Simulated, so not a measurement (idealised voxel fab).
Module name: voxel self aligned vias (process module)
The figure presents cross-section cut, which has a width of 240 nm and is divided into square cells with an edge length of 5 nm.
We lay out every cross-section as a grid of square cells and spell it out in bands from the top down, where one band means one or more rows of cells.
Heads up on the band format: heights come first, top then bottom, in nm. After that it's the materials left to right, each with its width in nm. A single material flagged "all across" fills the whole band edge to edge, and "empty" means there's empty space there.
Counting heights begins at 0, where everything beneath is, in the wafer as received, one material. The lowest band has no bottom; it goes on downwards, as "z 0 and below" shows.
Read "30 to 40" as a graded width: first number on top, second number at the bottom, same change between each pair of neighbouring rows.
No cell of the cross-section changed in a step that is given as "left unchanged".
Look at "Fully closed voids" for the closed voids: empty spaces with no open path to the top, sized 8 cells or up. Each is width x height at distance, distance from the left edge, all nm.
That trailing text on a step's line, after the settings, is the simulator's own remark on the step.
You can add "overlay nm" to a step's line. For a step with a mask, it describes how far the mask lay to the right of its planned position, and a negative number describes a lay to the left.

Intended process steps:
step 1: RECEIVE [material Si]
step 2: CONFORMAL_DEP [material SiO2] [thk nm 10]
step 3: CONFORMAL_DEP [material SiCN] [thk nm 5]
step 4: DIRECTIONAL_DEP [material SiO2] [thk nm 20]
step 5: PATTERN [tone open] [mask id LINES] [material resist] [width nm 25] [pitch nm 60] [thk nm 20] [overlay nm 0]
step 6: DIRECTIONAL_ETCH [etch materials SiO2] [depth nm 20]
step 7: STRIP [etch materials resist]
step 8: CONFORMAL_DEP [material TiN] [thk nm 5]
step 9: FILL_DEP [material W] [thk nm 10]
step 10: CMP [height nm 35]
step 11: SELECTIVE_ETCH [etch materials W Ru TiN] [depth nm 10]
step 12: FILL_DEP [material SiN] [thk nm 10]
step 13: CMP [height nm 35]
step 14: DIRECTIONAL_DEP [material SiO2] [thk nm 20]
step 15: DIRECTIONAL_DEP [material aC] [thk nm 15]
step 16: PATTERN [tone open] [mask id VIAS] [material resist] [width nm 35] [thk nm 35] [overlay nm 0]
step 17: DIRECTIONAL_ETCH [etch materials aC] [depth nm 15]
step 18: STRIP [etch materials resist]
step 19: DIRECTIONAL_ETCH [etch materials SiO2] [depth nm 20]
step 20: DIRECTIONAL_ETCH [etch materials SiN] [depth nm 10]
step 21: STRIP [etch materials aC]
step 22: CONFORMAL_DEP [material TiN] [thk nm 5]
step 23: FILL_DEP [material Ru] [thk nm 10]
step 24: CMP [height nm 55]
step 25: CONFORMAL_DEP [material SiN] [thk nm 5]

The first of two wafers, run as planned:

As received (post step 1): cross-section:
    z 0 and below = Si all across
    Fully closed voids: none

Sectional view: wafer, after step 2:
    z 10 to 0 = SiO2 all across
    Note: structure below 0 unchanged.

Sectional view: wafer, after step 3:
    z 15 to 10 = SiCN all across
    Note: structure below 10 unchanged.

Sectional view: wafer, after step 4:
    z 35 to 15 = SiO2 all across
    Note: structure below 15 unchanged.

Sectional view: wafer, after step 5:
    z 55 to 35 = 75 nm resist  25 nm empty  35 nm resist  25 nm empty  80 nm resist
    Note: structure below 35 unchanged.

Sectional view: wafer, after step 6:
    z 55 to 35 = 75 nm resist  25 nm empty  35 nm resist  25 nm empty  80 nm resist
    z 35 to 15 = 75 nm SiO2  25 nm empty  35 nm SiO2  25 nm empty  80 nm SiO2
    Note: structure below 15 unchanged.

Sectional view: wafer, after step 7:
    z 35 to 15 = 75 nm SiO2  25 nm empty  35 nm SiO2  25 nm empty  80 nm SiO2
    Note: structure below 15 unchanged.

Sectional view: wafer, after step 8:
    z 40 to 35 = 80 nm TiN  15 nm empty  45 nm TiN  15 nm empty  85 nm TiN
    z 35 to 20 = 75 nm SiO2  5 nm TiN  15 nm empty  5 nm TiN  35 nm SiO2  5 nm TiN  15 nm empty  5 nm TiN  80 nm SiO2
    z 20 to 15 = 75 nm SiO2  25 nm TiN  35 nm SiO2  25 nm TiN  80 nm SiO2
    Note: structure below 15 unchanged.

Sectional view: wafer, after step 9:
    z 50 to 40 = W all across
    z 40 to 35 = 80 nm TiN  15 nm W  45 nm TiN  15 nm W  85 nm TiN
    z 35 to 20 = 75 nm SiO2  5 nm TiN  15 nm W  5 nm TiN  35 nm SiO2  5 nm TiN  15 nm W  5 nm TiN  80 nm SiO2
    Note: structure below 20 unchanged.

Sectional view: wafer, after step 10:
    z 35 to 20 = 75 nm SiO2  5 nm TiN  15 nm W  5 nm TiN  35 nm SiO2  5 nm TiN  15 nm W  5 nm TiN  80 nm SiO2
    Note: structure below 20 unchanged.

Sectional view: wafer, after step 11:
    z 35 to 25 = 75 nm SiO2  25 nm empty  35 nm SiO2  25 nm empty  80 nm SiO2
    Note: structure below 25 unchanged.

Sectional view: wafer, after step 12:
    z 45 to 35 = SiN all across
    z 35 to 25 = 75 nm SiO2  25 nm SiN  35 nm SiO2  25 nm SiN  80 nm SiO2
    Note: structure below 25 unchanged.

Sectional view: wafer, after step 13:
    z 35 to 25 = 75 nm SiO2  25 nm SiN  35 nm SiO2  25 nm SiN  80 nm SiO2
    Note: structure below 25 unchanged.

Sectional view: wafer, after step 14:
    z 55 to 35 = SiO2 all across
    Note: structure below 35 unchanged.

Sectional view: wafer, after step 15:
    z 70 to 55 = aC all across
    Note: structure below 55 unchanged.

Sectional view: wafer, after step 16:
    z 105 to 70 = 70 nm resist  35 nm empty  135 nm resist
    Note: structure below 70 unchanged.

Sectional view: wafer, after step 17:
    z 90 to 70 = 70 nm resist  35 nm empty  135 nm resist
    z 70 to 55 = 70 nm aC  35 nm empty  135 nm aC
    Note: structure below 55 unchanged.

Sectional view: wafer, after step 18:
    z 70 to 55 = 70 nm aC  35 nm empty  135 nm aC
    Note: structure below 55 unchanged.

Sectional view: wafer, after step 19:
    z 70 to 55 = 70 nm aC  35 nm empty  135 nm aC
    z 55 to 35 = 70 nm SiO2  35 nm empty  135 nm SiO2
    Note: structure below 35 unchanged.

Sectional view: wafer, after step 20:
    z 70 to 55 = 70 nm aC  35 nm empty  135 nm aC
    z 55 to 35 = 70 nm SiO2  35 nm empty  135 nm SiO2
    z 35 to 25 = 75 nm SiO2  25 nm empty  35 nm SiO2  25 nm SiN  80 nm SiO2
    Note: structure below 25 unchanged.

Sectional view: wafer, after step 21:
    z 55 to 35 = 70 nm SiO2  35 nm empty  135 nm SiO2
    Note: structure below 35 unchanged.

Sectional view: wafer, after step 22:
    z 60 to 55 = 75 nm TiN  25 nm empty  140 nm TiN
    z 55 to 40 = 70 nm SiO2  5 nm TiN  25 nm empty  5 nm TiN  135 nm SiO2
    z 40 to 35 = 70 nm SiO2  10 nm TiN  15 nm empty  10 nm TiN  135 nm SiO2
    z 35 to 30 = 75 nm SiO2  5 nm TiN  15 nm empty  5 nm TiN  35 nm SiO2  25 nm SiN  80 nm SiO2
    z 30 to 25 = 75 nm SiO2  25 nm TiN  35 nm SiO2  25 nm SiN  80 nm SiO2
    Note: structure below 25 unchanged.

Sectional view: wafer, after step 23:
    z 70 to 60 = Ru all across
    z 60 to 55 = 75 nm TiN  25 nm Ru  140 nm TiN
    z 55 to 40 = 70 nm SiO2  5 nm TiN  25 nm Ru  5 nm TiN  135 nm SiO2
    z 40 to 35 = 70 nm SiO2  10 nm TiN  15 nm Ru  10 nm TiN  135 nm SiO2
    z 35 to 30 = 75 nm SiO2  5 nm TiN  15 nm Ru  5 nm TiN  35 nm SiO2  25 nm SiN  80 nm SiO2
    Note: structure below 30 unchanged.

Sectional view: wafer, after step 24:
    z 55 to 40 = 70 nm SiO2  5 nm TiN  25 nm Ru  5 nm TiN  135 nm SiO2
    Note: structure below 40 unchanged.

Sectional view: wafer, after step 25:
    z 60 to 55 = SiN all across
    Note: structure below 55 unchanged.

Here the second wafer is described. Its start and its plan were those of the first wafer. Its run contained one mistake. Up to and including step 15, it did exactly what the first wafer did:

Second wafer: cross-section at the scheduled end of step 16:
    z 105 to 70 = 75 nm resist  25 nm empty  140 nm resist
    Note: structure below 70 unchanged.

Second wafer: cross-section at the scheduled end of step 17:
    z 90 to 70 = 75 nm resist  25 nm empty  140 nm resist
    z 70 to 55 = 75 nm aC  25 nm empty  140 nm aC
    Note: structure below 55 unchanged.

Second wafer: cross-section at the scheduled end of step 18:
    z 70 to 55 = 75 nm aC  25 nm empty  140 nm aC
    Note: structure below 55 unchanged.

Second wafer: cross-section at the scheduled end of step 19:
    z 70 to 55 = 75 nm aC  25 nm empty  140 nm aC
    z 55 to 35 = 75 nm SiO2  25 nm empty  140 nm SiO2
    Note: structure below 35 unchanged.

Second wafer: cross-section at the scheduled end of step 20:
    z 70 to 55 = 75 nm aC  25 nm empty  140 nm aC
    z 55 to 35 = 75 nm SiO2  25 nm empty  140 nm SiO2
    z 35 to 25 = 75 nm SiO2  25 nm empty  35 nm SiO2  25 nm SiN  80 nm SiO2
    Note: structure below 25 unchanged.

Second wafer: cross-section at the scheduled end of step 21:
    z 55 to 35 = 75 nm SiO2  25 nm empty  140 nm SiO2
    Note: structure below 35 unchanged.

Second wafer: cross-section at the scheduled end of step 22:
    z 60 to 55 = 80 nm TiN  15 nm empty  145 nm TiN
    z 55 to 35 = 75 nm SiO2  5 nm TiN  15 nm empty  5 nm TiN  140 nm SiO2
    z 35 to 30 = 75 nm SiO2  5 nm TiN  15 nm empty  5 nm TiN  35 nm SiO2  25 nm SiN  80 nm SiO2
    z 30 to 25 = 75 nm SiO2  25 nm TiN  35 nm SiO2  25 nm SiN  80 nm SiO2
    Note: structure below 25 unchanged.

Second wafer: cross-section at the scheduled end of step 23:
    z 70 to 60 = Ru all across
    z 60 to 55 = 80 nm TiN  15 nm Ru  145 nm TiN
    z 55 to 35 = 75 nm SiO2  5 nm TiN  15 nm Ru  5 nm TiN  140 nm SiO2
    z 35 to 30 = 75 nm SiO2  5 nm TiN  15 nm Ru  5 nm TiN  35 nm SiO2  25 nm SiN  80 nm SiO2
    Note: structure below 30 unchanged.

Second wafer: cross-section at the scheduled end of step 24:
    z 55 to 35 = 75 nm SiO2  5 nm TiN  15 nm Ru  5 nm TiN  140 nm SiO2
    Note: structure below 35 unchanged.

Second wafer: cross-section at the scheduled end of step 25:
    z 60 to 55 = SiN all across
    Note: structure below 55 unchanged.
So what did we get wrong on this run? step 16 changed vs plan, executed as PATTERN [tone open] [mask id VIAS] [material resist] [width nm 25] [thk nm 35] [overlay nm 0]
End of process, cell counts, second wafer against first, materials with more or fewer: Ru: 6 fewer | SiO2: 8 more | TiN: 2 fewer
